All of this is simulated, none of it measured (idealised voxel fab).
process module | voxel gate over fins
cross-section cut | 265 nm wide | cells 5 nm
A cross-section is a grid of square cells, given in bands from the top down. A band is one or more rows of cells.
Each band's line starts with the height of the band's top and of its bottom, in nm. Then come its materials from left to right, each with its width in nm. One material with "throughout" fills the band from edge to edge. "air" is empty space.
Height 0 is the level under which the wafer as received is all one material. The lowest band goes on downwards, as in "0 down".
A width such as "30 to 40" changes by the same amount from each row of cells to the next, from the band's top row to its bottom row.
"no change" after a step means that no cell of the cross-section changed.
closed voids: empty space of 8 cells or more with no open way to the top, each as width x height at its distance from the left edge, in nm
after a step's settings: what the simulator itself notes on the step
overlay nm, on a step with a mask: how far to the right of its planned place the mask lay; to the left if negative
Each pair below shows a cross-section before one step and the cross-section after it, down to the lowest band that changed. The line under each pair gives the step between them, with its settings. The pairs can come from different runs of this module on the same starting wafer, so a pair continues from the pair above only where its "before" says so.
before
  0 down: Si throughout
  closed voids: none
after
  10 to 0: SiN throughout
  below 0: unchanged
  closed voids: none
the step between: op CONFORMAL_DEP | material SiN | thk nm 10
before: the cross-section after the pair above
after
  10 to 0: air 55 | SiN 15 | air 30 | SiN 15 | air 30 | SiN 15 | air 30 | SiN 15 | air 60
  below 0: unchanged
  closed voids: none
the step between: op MASKED_ETCH | tone cover | mask id FINS | width nm 15 | pitch nm 45 | etch materials SiN | depth nm 10 | overlay nm 0
before: the cross-section after the pair above
after
  10 to 0: air 55 | SiN 15 | air 30 | SiN 15 | air 30 | SiN 15 | air 30 | SiN 15 | air 60
  0 to -30: air 55 | Si 15 | air 30 | Si 15 | air 30 | Si 15 | air 30 | Si 15 | air 60
  below -30: unchanged
  closed voids: none
the step between: op MASKED_ETCH | tone cover | mask id FINS | width nm 15 | pitch nm 45 | etch materials Si | depth nm 30 | overlay nm 0
before: the cross-section after the pair above
after
  10 to 0: air 55 | SiN 15 | air 30 | SiN 15 | air 30 | SiN 15 | air 30 | SiN 15 | air 60
  0 to -30: air 55 | SiO2 5 | Si 5 | SiO2 5 | air 30 | SiO2 5 | Si 5 | SiO2 5 | air 30 | SiO2 5 | Si 5 | SiO2 5 | air 30 | SiO2 5 | Si 5 | SiO2 5 | air 60
  -30 to -35: SiO2 60 | Si 5 | SiO2 40 | Si 5 | SiO2 40 | Si 5 | SiO2 40 | Si 5 | SiO2 65
  below -35: unchanged
  closed voids: none
the step between: op OXIDIZE | depth nm 5
before: the cross-section after the pair above
after
  15 to 10: SiO2 throughout
  10 to 0: SiO2 55 | SiN 15 | SiO2 30 | SiN 15 | SiO2 30 | SiN 15 | SiO2 30 | SiN 15 | SiO2 60
  0 to -35: SiO2 60 | Si 5 | SiO2 40 | Si 5 | SiO2 40 | Si 5 | SiO2 40 | Si 5 | SiO2 65
  below -35: unchanged
  closed voids: none
the step between: op FILL_DEP | material SiO2 | thk nm 5
before: the cross-section after the pair above
after
  10 to 0: SiO2 55 | SiN 15 | SiO2 30 | SiN 15 | SiO2 30 | SiN 15 | SiO2 30 | SiN 15 | SiO2 60
  below 0: unchanged
  closed voids: none
the step between: op CMP | height nm 10
before: the cross-section after the pair above
after
  10 to 0: air 55 | SiN 15 | air 30 | SiN 15 | air 30 | SiN 15 | air 30 | SiN 15 | air 60
  0 to -15: air 60 | Si 5 | air 40 | Si 5 | air 40 | Si 5 | air 40 | Si 5 | air 65
  below -15: unchanged
  closed voids: none
the step between: op SELECTIVE_ETCH | etch materials SiO2 | depth nm 25
before: the cross-section after the pair above
after
  0 to -15: air 60 | Si 5 | air 40 | Si 5 | air 40 | Si 5 | air 40 | Si 5 | air 65
  below -15: unchanged
  closed voids: none
the step between: op STRIP | etch materials SiN
before: the cross-section after the pair above
after
  5 to 0: air 55 | HfO2 15 | air 30 | HfO2 15 | air 30 | HfO2 15 | air 30 | HfO2 15 | air 60
  0 to -10: air 55 | HfO2 5 | Si 5 | HfO2 5 | air 30 | HfO2 5 | Si 5 | HfO2 5 | air 30 | HfO2 5 | Si 5 | HfO2 5 | air 30 | HfO2 5 | Si 5 | HfO2 5 | air 60
  -10 to -15: HfO2 60 | Si 5 | HfO2 40 | Si 5 | HfO2 40 | Si 5 | HfO2 40 | Si 5 | HfO2 65
  below -15: unchanged
  closed voids: none
the step between: op CONFORMAL_DEP | material HfO2 | thk nm 5
before: the cross-section after the pair above
after
  10 to 5: air 50 | TiN 25 | air 20 | TiN 25 | air 20 | TiN 25 | air 20 | TiN 25 | air 55
  5 to 0: air 50 | TiN 5 | HfO2 15 | TiN 5 | air 20 | TiN 5 | HfO2 15 | TiN 5 | air 20 | TiN 5 | HfO2 15 | TiN 5 | air 20 | TiN 5 | HfO2 15 | TiN 5 | air 55
  0 to -5: air 50 | TiN 5 | HfO2 5 | Si 5 | HfO2 5 | TiN 5 | air 20 | TiN 5 | HfO2 5 | Si 5 | HfO2 5 | TiN 5 | air 20 | TiN 5 | HfO2 5 | Si 5 | HfO2 5 | TiN 5 | air 20 | TiN 5 | HfO2 5 | Si 5 | HfO2 5 | TiN 5 | air 55
  -5 to -10: TiN 55 | HfO2 5 | Si 5 | HfO2 5 | TiN 30 | HfO2 5 | Si 5 | HfO2 5 | TiN 30 | HfO2 5 | Si 5 | HfO2 5 | TiN 30 | HfO2 5 | Si 5 | HfO2 5 | TiN 60
  below -10: unchanged
  closed voids: none
the step between: op CONFORMAL_DEP | material TiN | thk nm 5
before: the cross-section after the pair above
after
  15 to 10: air 45 | TiAl 35 | air 10 | TiAl 35 | air 10 | TiAl 35 | air 10 | TiAl 35 | air 50
  10 to 5: air 45 | TiAl 5 | TiN 25 | TiAl 5 | air 10 | TiAl 5 | TiN 25 | TiAl 5 | air 10 | TiAl 5 | TiN 25 | TiAl 5 | air 10 | TiAl 5 | TiN 25 | TiAl 5 | air 50
  5 to 0: air 45 | TiAl 5 | TiN 5 | HfO2 15 | TiN 5 | TiAl 5 | air 10 | TiAl 5 | TiN 5 | HfO2 15 | TiN 5 | TiAl 5 | air 10 | TiAl 5 | TiN 5 | HfO2 15 | TiN 5 | TiAl 5 | air 10 | TiAl 5 | TiN 5 | HfO2 15 | TiN 5 | TiAl 5 | air 50
  0 to -5: TiAl 50 | TiN 5 | HfO2 5 | Si 5 | HfO2 5 | TiN 5 | TiAl 20 | TiN 5 | HfO2 5 | Si 5 | HfO2 5 | TiN 5 | TiAl 20 | TiN 5 | HfO2 5 | Si 5 | HfO2 5 | TiN 5 | TiAl 20 | TiN 5 | HfO2 5 | Si 5 | HfO2 5 | TiN 5 | TiAl 55
  below -5: unchanged
  closed voids: none
the step between: op CONFORMAL_DEP | material TiAl | thk nm 5
before: the cross-section after the pair above
after
  20 to 15: air 40 | TiN 180 | air 45
  15 to 10: air 40 | TiN 5 | TiAl 35 | TiN 10 | TiAl 35 | TiN 10 | TiAl 35 | TiN 10 | TiAl 35 | TiN 5 | air 45
  10 to 5: air 40 | TiN 5 | TiAl 5 | TiN 25 | TiAl 5 | TiN 10 | TiAl 5 | TiN 25 | TiAl 5 | TiN 10 | TiAl 5 | TiN 25 | TiAl 5 | TiN 10 | TiAl 5 | TiN 25 | TiAl 5 | TiN 5 | air 45
  5 to 0: TiN 45 | TiAl 5 | TiN 5 | HfO2 15 | TiN 5 | TiAl 5 | TiN 10 | TiAl 5 | TiN 5 | HfO2 15 | TiN 5 | TiAl 5 | TiN 10 | TiAl 5 | TiN 5 | HfO2 15 | TiN 5 | TiAl 5 | TiN 10 | TiAl 5 | TiN 5 | HfO2 15 | TiN 5 | TiAl 5 | TiN 50
  below 0: unchanged
  closed voids: none
the step between: op CONFORMAL_DEP | material TiN | thk nm 5
before: the cross-section after the pair above
after
  30 to 20: W throughout
  20 to 15: W 40 | TiN 180 | W 45
  15 to 10: W 40 | TiN 5 | TiAl 35 | TiN 10 | TiAl 35 | TiN 10 | TiAl 35 | TiN 10 | TiAl 35 | TiN 5 | W 45
  10 to 5: W 40 | TiN 5 | TiAl 5 | TiN 25 | TiAl 5 | TiN 10 | TiAl 5 | TiN 25 | TiAl 5 | TiN 10 | TiAl 5 | TiN 25 | TiAl 5 | TiN 10 | TiAl 5 | TiN 25 | TiAl 5 | TiN 5 | W 45
  below 5: unchanged
  closed voids: none
the step between: op FILL_DEP | material W | thk nm 10
before: the cross-section after the pair above
after
  25 to 20: W throughout
  below 20: unchanged
  closed voids: none
the step between: op CMP | height nm 25
before: the cross-section after the pair above
after
  35 to 25: SiCN throughout
  below 25: unchanged
  closed voids: none
the step between: op CONFORMAL_DEP | material SiCN | thk nm 10
before
  0 to -15: air 60 | Si 5 | air 40 | Si 5 | air 40 | Si 5 | air 40 | Si 5 | air 65
  -15 to -35: SiO2 60 | Si 5 | SiO2 40 | Si 5 | SiO2 40 | Si 5 | SiO2 40 | Si 5 | SiO2 65
  -35 down: Si throughout
  closed voids: none
after
  5 to 0: air 55 | TiN 15 | air 30 | TiN 15 | air 30 | TiN 15 | air 30 | TiN 15 | air 60
  0 to -10: air 55 | TiN 5 | Si 5 | TiN 5 | air 30 | TiN 5 | Si 5 | TiN 5 | air 30 | TiN 5 | Si 5 | TiN 5 | air 30 | TiN 5 | Si 5 | TiN 5 | air 60
  -10 to -15: TiN 60 | Si 5 | TiN 40 | Si 5 | TiN 40 | Si 5 | TiN 40 | Si 5 | TiN 65
  below -15: unchanged
  closed voids: none
the step between: op CONFORMAL_DEP | material TiN | thk nm 5
before: the cross-section after the pair above
after
  10 to 5: air 50 | TiAl 25 | air 20 | TiAl 25 | air 20 | TiAl 25 | air 20 | TiAl 25 | air 55
  5 to 0: air 50 | TiAl 5 | TiN 15 | TiAl 5 | air 20 | TiAl 5 | TiN 15 | TiAl 5 | air 20 | TiAl 5 | TiN 15 | TiAl 5 | air 20 | TiAl 5 | TiN 15 | TiAl 5 | air 55
  0 to -5: air 50 | TiAl 5 | TiN 5 | Si 5 | TiN 5 | TiAl 5 | air 20 | TiAl 5 | TiN 5 | Si 5 | TiN 5 | TiAl 5 | air 20 | TiAl 5 | TiN 5 | Si 5 | TiN 5 | TiAl 5 | air 20 | TiAl 5 | TiN 5 | Si 5 | TiN 5 | TiAl 5 | air 55
  -5 to -10: TiAl 55 | TiN 5 | Si 5 | TiN 5 | TiAl 30 | TiN 5 | Si 5 | TiN 5 | TiAl 30 | TiN 5 | Si 5 | TiN 5 | TiAl 30 | TiN 5 | Si 5 | TiN 5 | TiAl 60
  below -10: unchanged
  closed voids: none
the step between: op CONFORMAL_DEP | material TiAl | thk nm 5
before: the cross-section after the pair above
after
  15 to 10: air 45 | TiN 35 | air 10 | TiN 35 | air 10 | TiN 35 | air 10 | TiN 35 | air 50
  10 to 5: air 45 | TiN 5 | TiAl 25 | TiN 5 | air 10 | TiN 5 | TiAl 25 | TiN 5 | air 10 | TiN 5 | TiAl 25 | TiN 5 | air 10 | TiN 5 | TiAl 25 | TiN 5 | air 50
  5 to 0: air 45 | TiN 5 | TiAl 5 | TiN 15 | TiAl 5 | TiN 5 | air 10 | TiN 5 | TiAl 5 | TiN 15 | TiAl 5 | TiN 5 | air 10 | TiN 5 | TiAl 5 | TiN 15 | TiAl 5 | TiN 5 | air 10 | TiN 5 | TiAl 5 | TiN 15 | TiAl 5 | TiN 5 | air 50
  0 to -5: TiN 50 | TiAl 5 | TiN 5 | Si 5 | TiN 5 | TiAl 5 | TiN 20 | TiAl 5 | TiN 5 | Si 5 | TiN 5 | TiAl 5 | TiN 20 | TiAl 5 | TiN 5 | Si 5 | TiN 5 | TiAl 5 | TiN 20 | TiAl 5 | TiN 5 | Si 5 | TiN 5 | TiAl 5 | TiN 55
  below -5: unchanged
  closed voids: none
the step between: op CONFORMAL_DEP | material TiN | thk nm 5
before: the cross-section after the pair above
after
  25 to 15: W throughout
  15 to 10: W 45 | TiN 35 | W 10 | TiN 35 | W 10 | TiN 35 | W 10 | TiN 35 | W 50
  10 to 5: W 45 | TiN 5 | TiAl 25 | TiN 5 | W 10 | TiN 5 | TiAl 25 | TiN 5 | W 10 | TiN 5 | TiAl 25 | TiN 5 | W 10 | TiN 5 | TiAl 25 | TiN 5 | W 50
  5 to 0: W 45 | TiN 5 | TiAl 5 | TiN 15 | TiAl 5 | TiN 5 | W 10 | TiN 5 | TiAl 5 | TiN 15 | TiAl 5 | TiN 5 | W 10 | TiN 5 | TiAl 5 | TiN 15 | TiAl 5 | TiN 5 | W 10 | TiN 5 | TiAl 5 | TiN 15 | TiAl 5 | TiN 5 | W 50
  below 0: unchanged
  closed voids: none
the step between: op FILL_DEP | material W | thk nm 10
before: the cross-section after the pair above
after
  35 to 25: SiCN throughout
  below 25: unchanged
  closed voids: none
the step between: op CONFORMAL_DEP | material SiCN | thk nm 10
before
  10 to 0: air 55 | SiN 15 | air 30 | SiN 15 | air 30 | SiN 15 | air 30 | SiN 15 | air 60
  0 to -30: air 55 | Si 15 | air 30 | Si 15 | air 30 | Si 15 | air 30 | Si 15 | air 60
  -30 down: Si throughout
  closed voids: none
after
  10 to 0: air 55 | SiN 15 | air 30 | SiN 15 | air 30 | SiN 15 | air 30 | SiN 15 | air 60
  0 to -60: air 55 | Si 15 | air 30 | Si 15 | air 30 | Si 15 | air 30 | Si 15 | air 60
  below -60: unchanged
  closed voids: none
the step between: op MASKED_ETCH | tone cover | mask id FINS | width nm 15 | pitch nm 45 | etch materials Si | depth nm 30 | overlay nm 0
before: the cross-section after the pair above
after
  10 to 0: air 55 | SiN 15 | air 30 | SiN 15 | air 30 | SiN 15 | air 30 | SiN 15 | air 60
  0 to -60: air 55 | SiO2 5 | Si 5 | SiO2 5 | air 30 | SiO2 5 | Si 5 | SiO2 5 | air 30 | SiO2 5 | Si 5 | SiO2 5 | air 30 | SiO2 5 | Si 5 | SiO2 5 | air 60
  -60 to -65: SiO2 60 | Si 5 | SiO2 40 | Si 5 | SiO2 40 | Si 5 | SiO2 40 | Si 5 | SiO2 65
  below -65: unchanged
  closed voids: none
the step between: op OXIDIZE | depth nm 5
before: the cross-section after the pair above
after
  15 to 10: SiO2 throughout
  10 to 0: SiO2 55 | SiN 15 | SiO2 30 | SiN 15 | SiO2 30 | SiN 15 | SiO2 30 | SiN 15 | SiO2 60
  0 to -65: SiO2 60 | Si 5 | SiO2 40 | Si 5 | SiO2 40 | Si 5 | SiO2 40 | Si 5 | SiO2 65
  below -65: unchanged
  closed voids: none
the step between: op FILL_DEP | material SiO2 | thk nm 5
before: the cross-section after the pair above
after
  10 to 0: SiO2 55 | SiN 15 | SiO2 30 | SiN 15 | SiO2 30 | SiN 15 | SiO2 30 | SiN 15 | SiO2 60
  below 0: unchanged
  closed voids: none
the step between: op CMP | height nm 10
before: the cross-section after the pair above
after
  10 to 0: air 55 | SiN 15 | air 30 | SiN 15 | air 30 | SiN 15 | air 30 | SiN 15 | air 60
  0 to -15: air 60 | Si 5 | air 40 | Si 5 | air 40 | Si 5 | air 40 | Si 5 | air 65
  below -15: unchanged
  closed voids: none
the step between: op SELECTIVE_ETCH | etch materials SiO2 | depth nm 25
before: the cross-section after the pair above
after
  0 to -15: air 60 | Si 5 | air 40 | Si 5 | air 40 | Si 5 | air 40 | Si 5 | air 65
  below -15: unchanged
  closed voids: none
the step between: op STRIP | etch materials SiN
before: the cross-section after the pair above
after
  5 to 0: air 55 | HfO2 15 | air 30 | HfO2 15 | air 30 | HfO2 15 | air 30 | HfO2 15 | air 60
  0 to -10: air 55 | HfO2 5 | Si 5 | HfO2 5 | air 30 | HfO2 5 | Si 5 | HfO2 5 | air 30 | HfO2 5 | Si 5 | HfO2 5 | air 30 | HfO2 5 | Si 5 | HfO2 5 | air 60
  -10 to -15: HfO2 60 | Si 5 | HfO2 40 | Si 5 | HfO2 40 | Si 5 | HfO2 40 | Si 5 | HfO2 65
  below -15: unchanged
  closed voids: none
the step between: op CONFORMAL_DEP | material HfO2 | thk nm 5
before: the cross-section after the pair above
after
  10 to 5: air 50 | TiN 25 | air 20 | TiN 25 | air 20 | TiN 25 | air 20 | TiN 25 | air 55
  5 to 0: air 50 | TiN 5 | HfO2 15 | TiN 5 | air 20 | TiN 5 | HfO2 15 | TiN 5 | air 20 | TiN 5 | HfO2 15 | TiN 5 | air 20 | TiN 5 | HfO2 15 | TiN 5 | air 55
  0 to -5: air 50 | TiN 5 | HfO2 5 | Si 5 | HfO2 5 | TiN 5 | air 20 | TiN 5 | HfO2 5 | Si 5 | HfO2 5 | TiN 5 | air 20 | TiN 5 | HfO2 5 | Si 5 | HfO2 5 | TiN 5 | air 20 | TiN 5 | HfO2 5 | Si 5 | HfO2 5 | TiN 5 | air 55
  -5 to -10: TiN 55 | HfO2 5 | Si 5 | HfO2 5 | TiN 30 | HfO2 5 | Si 5 | HfO2 5 | TiN 30 | HfO2 5 | Si 5 | HfO2 5 | TiN 30 | HfO2 5 | Si 5 | HfO2 5 | TiN 60
  below -10: unchanged
  closed voids: none
the step between: op CONFORMAL_DEP | material TiN | thk nm 5
before: the cross-section after the pair above
after
  15 to 10: air 45 | TiAl 35 | air 10 | TiAl 35 | air 10 | TiAl 35 | air 10 | TiAl 35 | air 50
  10 to 5: air 45 | TiAl 5 | TiN 25 | TiAl 5 | air 10 | TiAl 5 | TiN 25 | TiAl 5 | air 10 | TiAl 5 | TiN 25 | TiAl 5 | air 10 | TiAl 5 | TiN 25 | TiAl 5 | air 50
  5 to 0: air 45 | TiAl 5 | TiN 5 | HfO2 15 | TiN 5 | TiAl 5 | air 10 | TiAl 5 | TiN 5 | HfO2 15 | TiN 5 | TiAl 5 | air 10 | TiAl 5 | TiN 5 | HfO2 15 | TiN 5 | TiAl 5 | air 10 | TiAl 5 | TiN 5 | HfO2 15 | TiN 5 | TiAl 5 | air 50
  0 to -5: TiAl 50 | TiN 5 | HfO2 5 | Si 5 | HfO2 5 | TiN 5 | TiAl 20 | TiN 5 | HfO2 5 | Si 5 | HfO2 5 | TiN 5 | TiAl 20 | TiN 5 | HfO2 5 | Si 5 | HfO2 5 | TiN 5 | TiAl 20 | TiN 5 | HfO2 5 | Si 5 | HfO2 5 | TiN 5 | TiAl 55
  below -5: unchanged
  closed voids: none
the step between: op CONFORMAL_DEP | material TiAl | thk nm 5
before: the cross-section after the pair above
after
  20 to 15: air 40 | TiN 180 | air 45
  15 to 10: air 40 | TiN 5 | TiAl 35 | TiN 10 | TiAl 35 | TiN 10 | TiAl 35 | TiN 10 | TiAl 35 | TiN 5 | air 45
  10 to 5: air 40 | TiN 5 | TiAl 5 | TiN 25 | TiAl 5 | TiN 10 | TiAl 5 | TiN 25 | TiAl 5 | TiN 10 | TiAl 5 | TiN 25 | TiAl 5 | TiN 10 | TiAl 5 | TiN 25 | TiAl 5 | TiN 5 | air 45
  5 to 0: TiN 45 | TiAl 5 | TiN 5 | HfO2 15 | TiN 5 | TiAl 5 | TiN 10 | TiAl 5 | TiN 5 | HfO2 15 | TiN 5 | TiAl 5 | TiN 10 | TiAl 5 | TiN 5 | HfO2 15 | TiN 5 | TiAl 5 | TiN 10 | TiAl 5 | TiN 5 | HfO2 15 | TiN 5 | TiAl 5 | TiN 50
  below 0: unchanged
  closed voids: none
the step between: op CONFORMAL_DEP | material TiN | thk nm 5
before: the cross-section after the pair above
after
  30 to 20: W throughout
  20 to 15: W 40 | TiN 180 | W 45
  15 to 10: W 40 | TiN 5 | TiAl 35 | TiN 10 | TiAl 35 | TiN 10 | TiAl 35 | TiN 10 | TiAl 35 | TiN 5 | W 45
  10 to 5: W 40 | TiN 5 | TiAl 5 | TiN 25 | TiAl 5 | TiN 10 | TiAl 5 | TiN 25 | TiAl 5 | TiN 10 | TiAl 5 | TiN 25 | TiAl 5 | TiN 10 | TiAl 5 | TiN 25 | TiAl 5 | TiN 5 | W 45
  below 5: unchanged
  closed voids: none
the step between: op FILL_DEP | material W | thk nm 10
before: the cross-section after the pair above
after
  25 to 20: W throughout
  below 20: unchanged
  closed voids: none
the step between: op CMP | height nm 25
before: the cross-section after the pair above
after
  35 to 25: SiCN throughout
  below 25: unchanged
  closed voids: none
the step between: op CONFORMAL_DEP | material SiCN | thk nm 10
before
  10 to 5: air 50 | TiN 25 | air 20 | TiN 25 | air 20 | TiN 25 | air 20 | TiN 25 | air 55
  5 to 0: air 50 | TiN 5 | HfO2 15 | TiN 5 | air 20 | TiN 5 | HfO2 15 | TiN 5 | air 20 | TiN 5 | HfO2 15 | TiN 5 | air 20 | TiN 5 | HfO2 15 | TiN 5 | air 55
  0 to -5: air 50 | TiN 5 | HfO2 5 | Si 5 | HfO2 5 | TiN 5 | air 20 | TiN 5 | HfO2 5 | Si 5 | HfO2 5 | TiN 5 | air 20 | TiN 5 | HfO2 5 | Si 5 | HfO2 5 | TiN 5 | air 20 | TiN 5 | HfO2 5 | Si 5 | HfO2 5 | TiN 5 | air 55
  -5 to -10: TiN 55 | HfO2 5 | Si 5 | HfO2 5 | TiN 30 | HfO2 5 | Si 5 | HfO2 5 | TiN 30 | HfO2 5 | Si 5 | HfO2 5 | TiN 30 | HfO2 5 | Si 5 | HfO2 5 | TiN 60
  -10 to -15: HfO2 60 | Si 5 | HfO2 40 | Si 5 | HfO2 40 | Si 5 | HfO2 40 | Si 5 | HfO2 65
  -15 to -35: SiO2 60 | Si 5 | SiO2 40 | Si 5 | SiO2 40 | Si 5 | SiO2 40 | Si 5 | SiO2 65
  -35 down: Si throughout
  closed voids: none
after
  15 to 5: air 45 | TiN 35 | air 10 | TiN 35 | air 10 | TiN 35 | air 10 | TiN 35 | air 50
  5 to 0: air 45 | TiN 10 | HfO2 15 | TiN 10 | air 10 | TiN 10 | HfO2 15 | TiN 10 | air 10 | TiN 10 | HfO2 15 | TiN 10 | air 10 | TiN 10 | HfO2 15 | TiN 10 | air 50
  0 to -10: TiN 55 | HfO2 5 | Si 5 | HfO2 5 | TiN 30 | HfO2 5 | Si 5 | HfO2 5 | TiN 30 | HfO2 5 | Si 5 | HfO2 5 | TiN 30 | HfO2 5 | Si 5 | HfO2 5 | TiN 60
  below -10: unchanged
  closed voids: none
the step between: op CONFORMAL_DEP | material TiN | thk nm 5
before: the cross-section after the pair above
after
  20 to 15: air 40 | TiAl 180 | air 45
  15 to 5: air 40 | TiAl 5 | TiN 35 | TiAl 10 | TiN 35 | TiAl 10 | TiN 35 | TiAl 10 | TiN 35 | TiAl 5 | air 45
  5 to 0: TiAl 45 | TiN 10 | HfO2 15 | TiN 10 | TiAl 10 | TiN 10 | HfO2 15 | TiN 10 | TiAl 10 | TiN 10 | HfO2 15 | TiN 10 | TiAl 10 | TiN 10 | HfO2 15 | TiN 10 | TiAl 50
  below 0: unchanged
  closed voids: none
the step between: op CONFORMAL_DEP | material TiAl | thk nm 5
before: the cross-section after the pair above
after
  30 to 20: W throughout
  20 to 15: W 40 | TiAl 180 | W 45
  15 to 5: W 40 | TiAl 5 | TiN 35 | TiAl 10 | TiN 35 | TiAl 10 | TiN 35 | TiAl 10 | TiN 35 | TiAl 5 | W 45
  below 5: unchanged
  closed voids: none
the step between: op FILL_DEP | material W | thk nm 10
before: the cross-section after the pair above
after
  25 to 20: W throughout
  below 20: unchanged
  closed voids: none
the step between: op CMP | height nm 25
before: the cross-section after the pair above
after
  35 to 25: SiCN throughout
  below 25: unchanged
  closed voids: none
the step between: op CONFORMAL_DEP | material SiCN | thk nm 10
before
  10 to 0: air 55 | SiN 15 | air 30 | SiN 15 | air 30 | SiN 15 | air 30 | SiN 15 | air 60
  0 down: Si throughout
  closed voids: none
after
  10 to 0: air 55 | SiN 15 | air 30 | SiN 15 | air 30 | SiN 15 | air 30 | SiN 15 | air 60
  0 to -40: air 55 | Si 15 | air 30 | Si 15 | air 30 | Si 15 | air 30 | Si 15 | air 60
  below -40: unchanged
  closed voids: none
the step between: op MASKED_ETCH | tone cover | mask id FINS | width nm 15 | pitch nm 45 | etch materials Si | depth nm 40 | overlay nm 0
before: the cross-section after the pair above
after
  10 to 0: air 55 | SiN 15 | air 30 | SiN 15 | air 30 | SiN 15 | air 30 | SiN 15 | air 60
  0 to -40: air 55 | SiO2 5 | Si 5 | SiO2 5 | air 30 | SiO2 5 | Si 5 | SiO2 5 | air 30 | SiO2 5 | Si 5 | SiO2 5 | air 30 | SiO2 5 | Si 5 | SiO2 5 | air 60
  -40 to -45: SiO2 60 | Si 5 | SiO2 40 | Si 5 | SiO2 40 | Si 5 | SiO2 40 | Si 5 | SiO2 65
  below -45: unchanged
  closed voids: none
the step between: op OXIDIZE | depth nm 5
before: the cross-section after the pair above
after
  15 to 10: SiO2 throughout
  10 to 0: SiO2 55 | SiN 15 | SiO2 30 | SiN 15 | SiO2 30 | SiN 15 | SiO2 30 | SiN 15 | SiO2 60
  0 to -45: SiO2 60 | Si 5 | SiO2 40 | Si 5 | SiO2 40 | Si 5 | SiO2 40 | Si 5 | SiO2 65
  below -45: unchanged
  closed voids: none
the step between: op FILL_DEP | material SiO2 | thk nm 5
before: the cross-section after the pair above
after
  10 to 0: SiO2 55 | SiN 15 | SiO2 30 | SiN 15 | SiO2 30 | SiN 15 | SiO2 30 | SiN 15 | SiO2 60
  below 0: unchanged
  closed voids: none
the step between: op CMP | height nm 10
before: the cross-section after the pair above
after
  10 to 0: air 55 | SiN 15 | air 30 | SiN 15 | air 30 | SiN 15 | air 30 | SiN 15 | air 60
  0 to -15: air 60 | Si 5 | air 40 | Si 5 | air 40 | Si 5 | air 40 | Si 5 | air 65
  below -15: unchanged
  closed voids: none
the step between: op SELECTIVE_ETCH | etch materials SiO2 | depth nm 25
before: the cross-section after the pair above
after
  0 to -15: air 60 | Si 5 | air 40 | Si 5 | air 40 | Si 5 | air 40 | Si 5 | air 65
  below -15: unchanged
  closed voids: none
the step between: op STRIP | etch materials SiN
before: the cross-section after the pair above
after
  5 to 0: air 55 | HfO2 15 | air 30 | HfO2 15 | air 30 | HfO2 15 | air 30 | HfO2 15 | air 60
  0 to -10: air 55 | HfO2 5 | Si 5 | HfO2 5 | air 30 | HfO2 5 | Si 5 | HfO2 5 | air 30 | HfO2 5 | Si 5 | HfO2 5 | air 30 | HfO2 5 | Si 5 | HfO2 5 | air 60
  -10 to -15: HfO2 60 | Si 5 | HfO2 40 | Si 5 | HfO2 40 | Si 5 | HfO2 40 | Si 5 | HfO2 65
  below -15: unchanged
  closed voids: none
the step between: op CONFORMAL_DEP | material HfO2 | thk nm 5
before: the cross-section after the pair above
after
  10 to 5: air 50 | TiN 25 | air 20 | TiN 25 | air 20 | TiN 25 | air 20 | TiN 25 | air 55
  5 to 0: air 50 | TiN 5 | HfO2 15 | TiN 5 | air 20 | TiN 5 | HfO2 15 | TiN 5 | air 20 | TiN 5 | HfO2 15 | TiN 5 | air 20 | TiN 5 | HfO2 15 | TiN 5 | air 55
  0 to -5: air 50 | TiN 5 | HfO2 5 | Si 5 | HfO2 5 | TiN 5 | air 20 | TiN 5 | HfO2 5 | Si 5 | HfO2 5 | TiN 5 | air 20 | TiN 5 | HfO2 5 | Si 5 | HfO2 5 | TiN 5 | air 20 | TiN 5 | HfO2 5 | Si 5 | HfO2 5 | TiN 5 | air 55
  -5 to -10: TiN 55 | HfO2 5 | Si 5 | HfO2 5 | TiN 30 | HfO2 5 | Si 5 | HfO2 5 | TiN 30 | HfO2 5 | Si 5 | HfO2 5 | TiN 30 | HfO2 5 | Si 5 | HfO2 5 | TiN 60
  below -10: unchanged
  closed voids: none
the step between: op CONFORMAL_DEP | material TiN | thk nm 5
before: the cross-section after the pair above
after
  15 to 10: air 45 | TiAl 35 | air 10 | TiAl 35 | air 10 | TiAl 35 | air 10 | TiAl 35 | air 50
  10 to 5: air 45 | TiAl 5 | TiN 25 | TiAl 5 | air 10 | TiAl 5 | TiN 25 | TiAl 5 | air 10 | TiAl 5 | TiN 25 | TiAl 5 | air 10 | TiAl 5 | TiN 25 | TiAl 5 | air 50
  5 to 0: air 45 | TiAl 5 | TiN 5 | HfO2 15 | TiN 5 | TiAl 5 | air 10 | TiAl 5 | TiN 5 | HfO2 15 | TiN 5 | TiAl 5 | air 10 | TiAl 5 | TiN 5 | HfO2 15 | TiN 5 | TiAl 5 | air 10 | TiAl 5 | TiN 5 | HfO2 15 | TiN 5 | TiAl 5 | air 50
  0 to -5: TiAl 50 | TiN 5 | HfO2 5 | Si 5 | HfO2 5 | TiN 5 | TiAl 20 | TiN 5 | HfO2 5 | Si 5 | HfO2 5 | TiN 5 | TiAl 20 | TiN 5 | HfO2 5 | Si 5 | HfO2 5 | TiN 5 | TiAl 20 | TiN 5 | HfO2 5 | Si 5 | HfO2 5 | TiN 5 | TiAl 55
  below -5: unchanged
  closed voids: none
the step between: op CONFORMAL_DEP | material TiAl | thk nm 5
before: the cross-section after the pair above
after
  20 to 15: air 40 | TiN 180 | air 45
  15 to 10: air 40 | TiN 5 | TiAl 35 | TiN 10 | TiAl 35 | TiN 10 | TiAl 35 | TiN 10 | TiAl 35 | TiN 5 | air 45
  10 to 5: air 40 | TiN 5 | TiAl 5 | TiN 25 | TiAl 5 | TiN 10 | TiAl 5 | TiN 25 | TiAl 5 | TiN 10 | TiAl 5 | TiN 25 | TiAl 5 | TiN 10 | TiAl 5 | TiN 25 | TiAl 5 | TiN 5 | air 45
  5 to 0: TiN 45 | TiAl 5 | TiN 5 | HfO2 15 | TiN 5 | TiAl 5 | TiN 10 | TiAl 5 | TiN 5 | HfO2 15 | TiN 5 | TiAl 5 | TiN 10 | TiAl 5 | TiN 5 | HfO2 15 | TiN 5 | TiAl 5 | TiN 10 | TiAl 5 | TiN 5 | HfO2 15 | TiN 5 | TiAl 5 | TiN 50
  below 0: unchanged
  closed voids: none
the step between: op CONFORMAL_DEP | material TiN | thk nm 5
before: the cross-section after the pair above
after
  30 to 20: W throughout
  20 to 15: W 40 | TiN 180 | W 45
  15 to 10: W 40 | TiN 5 | TiAl 35 | TiN 10 | TiAl 35 | TiN 10 | TiAl 35 | TiN 10 | TiAl 35 | TiN 5 | W 45
  10 to 5: W 40 | TiN 5 | TiAl 5 | TiN 25 | TiAl 5 | TiN 10 | TiAl 5 | TiN 25 | TiAl 5 | TiN 10 | TiAl 5 | TiN 25 | TiAl 5 | TiN 10 | TiAl 5 | TiN 25 | TiAl 5 | TiN 5 | W 45
  below 5: unchanged
  closed voids: none
the step between: op FILL_DEP | material W | thk nm 10
before: the cross-section after the pair above
after
  25 to 20: W throughout
  below 20: unchanged
  closed voids: none
the step between: op CMP | height nm 25
